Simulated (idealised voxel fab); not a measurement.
process module | voxel released beams
cross-section cut | 260 nm wide | cells 5 nm
A cross-section is a grid of square cells, given in bands from the top down. A band is one or more rows of cells.
Each band's line starts with the height of the band's top and of its bottom, in nm. Then come its materials from left to right, each with its width in nm. One material with "throughout" fills the band from edge to edge. "air" is empty space.
Height 0 is the level under which the wafer as received is all one material. The lowest band goes on downwards, as in "0 down".
A width such as "30 to 40" changes by the same amount from each row of cells to the next, from the band's top row to its bottom row.
"no change" after a step means that no cell of the cross-section changed.
closed voids: empty space of 8 cells or more with no open way to the top, each as width x height at its distance from the left edge, in nm
after a step's settings: what the simulator itself notes on the step
overlay nm, on a step with a mask: how far to the right of its planned place the mask lay; to the left if negative
plan
1 op RECEIVE | material Si
2 op CONFORMAL_DEP | material Al2O3 | thk nm 5
3 op DIRECTIONAL_DEP | material SiO2 | thk nm 10
4 op MASKED_ETCH | tone open | mask id ANCHOR | width nm 45 | etch materials SiO2 | depth nm 10 | overlay nm 0
5 op CONFORMAL_DEP | material polySi | thk nm 15
6 op PATTERN | tone cover | mask id BEAM | material resist | width nm 130 | thk nm 20 | overlay nm 0
7 op DIRECTIONAL_ETCH | etch materials polySi | depth nm 15
8 op STRIP | etch materials resist
9 op STRIP | etch materials SiO2
first wafer, as planned
as received, after step 1
  0 down: Si throughout
  closed voids: none
after step 2
  5 to 0: Al2O3 throughout
  below 0: unchanged
after step 3
  15 to 5: SiO2 throughout
  below 5: unchanged
after step 4
  15 to 5: SiO2 65 | air 45 | SiO2 150
  below 5: unchanged
after step 5
  30 to 20: polySi 80 | air 15 | polySi 165
  20 to 15: polySi throughout
  15 to 5: SiO2 65 | polySi 45 | SiO2 150
  below 5: unchanged
after step 6
  50 to 30: air 60 | resist 130 | air 70
  30 to 20: polySi 80 | resist 15 | polySi 165
  below 20: unchanged
after step 7
  50 to 30: air 60 | resist 130 | air 70
  30 to 20: air 60 | polySi 20 | resist 15 | polySi 95 | air 70
  20 to 15: air 60 | polySi 130 | air 70
  below 15: unchanged
after step 8
  30 to 20: air 60 | polySi 20 | air 15 | polySi 95 | air 70
  below 20: unchanged
after step 9
  30 to 20: air 60 | polySi 20 | air 15 | polySi 95 | air 70
  20 to 15: air 60 | polySi 130 | air 70
  15 to 5: air 65 | polySi 45 | air 150
  below 5: unchanged
second wafer: like start, like plan, one mistake. Through step 4 it matches the first wafer
when step 5 should have ended
  45 to 15: polySi throughout
  15 to 5: SiO2 65 | polySi 45 | SiO2 150
  below 5: unchanged
when step 6 should have ended
  65 to 45: air 60 | resist 130 | air 70
  below 45: unchanged
when step 7 should have ended
  65 to 45: air 60 | resist 130 | air 70
  45 to 30: air 60 | polySi 130 | air 70
  below 30: unchanged
when step 8 should have ended
  45 to 30: air 60 | polySi 130 | air 70
  below 30: unchanged
when step 9 should have ended: no change
what went wrong: step 5 was run twice
at the end the second wafer has, in cells: 86 more of SiO2 | 162 more of polySi
